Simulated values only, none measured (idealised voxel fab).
Module name: voxel spacer lines (process module)
280 nm wide, 5 nm square cells: that's cross-section cut.
Cross-section, as written here: a square-cell grid given band by band from the top down, where a band holds one or more rows of cells. What a band's entry tells you: where the top is and where the bottom is, as heights in nm, and after that what lies inside, material by material from left to right, each with its width in nm. Empty space is written as the word "blank", and a single material marked with the word "edge to edge" occupies the band from edge to edge. The level at which height equals 0 is the one under which the wafer, as it arrives, is entirely one material. No lower edge exists for the bottom band, which continues downward and is notated as in "0 nm and below". Think of "30 to 40" as a width that walks from the first number to the second as you go down the band, top row to bottom row, taking equal-sized steps from row to row. No cell of the cross-section changed in a step that is given as "no modification". Look at "Sealed void list" for the closed voids: empty spaces with no open path to the top, sized 8 cells or up. Each is width x height at distance, distance from the left edge, all nm. Step line, after settings: the simulator's comment on this step. Regarding "overlay nm": on a step with a mask, it is the distance the mask lay to the right of its planned place; a negative value places it to the left.
[List of planned process steps]
1. RECEIVE | material Si
2. CONFORMAL_DEP | material Al2O3 | thk nm 10
3. DIRECTIONAL_DEP | material SiN | thk nm 10
4. DIRECTIONAL_DEP | material aC | thk nm 20
5. PATTERN | tone cover | mask id MANDREL | material resist | width nm 25 | pitch nm 70 | thk nm 30 | overlay nm 0
6. DIRECTIONAL_ETCH | etch materials aC | depth nm 20
7. STRIP | etch materials resist
8. CONFORMAL_DEP | material SiO2 | thk nm 10
9. DIRECTIONAL_ETCH | etch materials SiO2 | depth nm 10
10. STRIP | etch materials aC
11. DIRECTIONAL_ETCH | etch materials SiN | depth nm 10
12. STRIP | etch materials SiO2
[First wafer of two (run as planned)]
[as received, after step 1]
0 nm and below  Si edge to edge
Sealed void list: none
[Cross-section through the wafer, step 2 finished]
10 nm to 0 nm  Al2O3 edge to edge
Nothing below the height 0 has changed.
[Cross-section through the wafer, step 3 finished]
20 nm to 10 nm  SiN edge to edge
Nothing below the height 10 has changed.
[Cross-section through the wafer, step 4 finished]
40 nm to 20 nm  aC edge to edge
Nothing below the height 20 has changed.
[Cross-section through the wafer, step 5 finished]
70 nm to 40 nm  blank=55 / resist=25 / blank=45 / resist=25 / blank=45 / resist=25 / blank=60
Nothing below the height 40 has changed.
[Cross-section through the wafer, step 6 finished]
50 nm to 40 nm  blank=55 / resist=25 / blank=45 / resist=25 / blank=45 / resist=25 / blank=60
40 nm to 20 nm  blank=55 / aC=25 / blank=45 / aC=25 / blank=45 / aC=25 / blank=60
Nothing below the height 20 has changed.
[Cross-section through the wafer, step 7 finished]
40 nm to 20 nm  blank=55 / aC=25 / blank=45 / aC=25 / blank=45 / aC=25 / blank=60
Nothing below the height 20 has changed.
[Cross-section through the wafer, step 8 finished]
50 nm to 40 nm  blank=45 / SiO2=45 / blank=25 / SiO2=45 / blank=25 / SiO2=45 / blank=50
40 nm to 30 nm  blank=45 / SiO2=10 / aC=25 / SiO2=10 / blank=25 / SiO2=10 / aC=25 / SiO2=10 / blank=25 / SiO2=10 / aC=25 / SiO2=10 / blank=50
30 nm to 20 nm  SiO2=55 / aC=25 / SiO2=45 / aC=25 / SiO2=45 / aC=25 / SiO2=60
Nothing below the height 20 has changed.
[Cross-section through the wafer, step 9 finished]
40 nm to 20 nm  blank=45 / SiO2=10 / aC=25 / SiO2=10 / blank=25 / SiO2=10 / aC=25 / SiO2=10 / blank=25 / SiO2=10 / aC=25 / SiO2=10 / blank=50
Nothing below the height 20 has changed.
[Cross-section through the wafer, step 10 finished]
40 nm to 20 nm  blank=45 / SiO2=10 / blank=25 / SiO2=10 / blank=25 / SiO2=10 / blank=25 / SiO2=10 / blank=25 / SiO2=10 / blank=25 / SiO2=10 / blank=50
Nothing below the height 20 has changed.
[Cross-section through the wafer, step 11 finished]
40 nm to 20 nm  blank=45 / SiO2=10 / blank=25 / SiO2=10 / blank=25 / SiO2=10 / blank=25 / SiO2=10 / blank=25 / SiO2=10 / blank=25 / SiO2=10 / blank=50
20 nm to 10 nm  blank=45 / SiN=10 / blank=25 / SiN=10 / blank=25 / SiN=10 / blank=25 / SiN=10 / blank=25 / SiN=10 / blank=25 / SiN=10 / blank=50
Nothing below the height 10 has changed.
[Cross-section through the wafer, step 12 finished]
20 nm to 10 nm  blank=45 / SiN=10 / blank=25 / SiN=10 / blank=25 / SiN=10 / blank=25 / SiN=10 / blank=25 / SiN=10 / blank=25 / SiN=10 / blank=50
Nothing below the height 10 has changed.
[The Second Wafer: Common Origin and Plan, One Mistake in Execution, Identical to the First Through Step 7]
[Second wafer: cross-section at the scheduled end of step 8]
45 nm to 40 nm  blank=50 / SiO2=35 / blank=35 / SiO2=35 / blank=35 / SiO2=35 / blank=55
40 nm to 25 nm  blank=50 / SiO2=5 / aC=25 / SiO2=5 / blank=35 / SiO2=5 / aC=25 / SiO2=5 / blank=35 / SiO2=5 / aC=25 / SiO2=5 / blank=55
25 nm to 20 nm  SiO2=55 / aC=25 / SiO2=45 / aC=25 / SiO2=45 / aC=25 / SiO2=60
Nothing below the height 20 has changed.
[Second wafer: cross-section at the scheduled end of step 9]
40 nm to 35 nm  blank=55 / aC=25 / blank=45 / aC=25 / blank=45 / aC=25 / blank=60
35 nm to 20 nm  blank=50 / SiO2=5 / aC=25 / SiO2=5 / blank=35 / SiO2=5 / aC=25 / SiO2=5 / blank=35 / SiO2=5 / aC=25 / SiO2=5 / blank=55
Nothing below the height 20 has changed.
[Second wafer: cross-section at the scheduled end of step 10]
35 nm to 20 nm  blank=50 / SiO2=5 / blank=25 / SiO2=5 / blank=35 / SiO2=5 / blank=25 / SiO2=5 / blank=35 / SiO2=5 / blank=25 / SiO2=5 / blank=55
Nothing below the height 20 has changed.
[Second wafer: cross-section at the scheduled end of step 11]
35 nm to 20 nm  blank=50 / SiO2=5 / blank=25 / SiO2=5 / blank=35 / SiO2=5 / blank=25 / SiO2=5 / blank=35 / SiO2=5 / blank=25 / SiO2=5 / blank=55
20 nm to 10 nm  blank=50 / SiN=5 / blank=25 / SiN=5 / blank=35 / SiN=5 / blank=25 / SiN=5 / blank=35 / SiN=5 / blank=25 / SiN=5 / blank=55
Nothing below the height 10 has changed.
[Second wafer: cross-section at the scheduled end of step 12]
20 nm to 10 nm  blank=50 / SiN=5 / blank=25 / SiN=5 / blank=35 / SiN=5 / blank=25 / SiN=5 / blank=35 / SiN=5 / blank=25 / SiN=5 / blank=55
Nothing below the height 10 has changed.
Deviation noted in wafer processing: in deviation from the planned setting, step 8 was conducted as CONFORMAL_DEP | material SiO2 | thk nm 5
Final comparison by cell count, materials where the second wafer has more or fewer than the first: SiN: 12 fewer
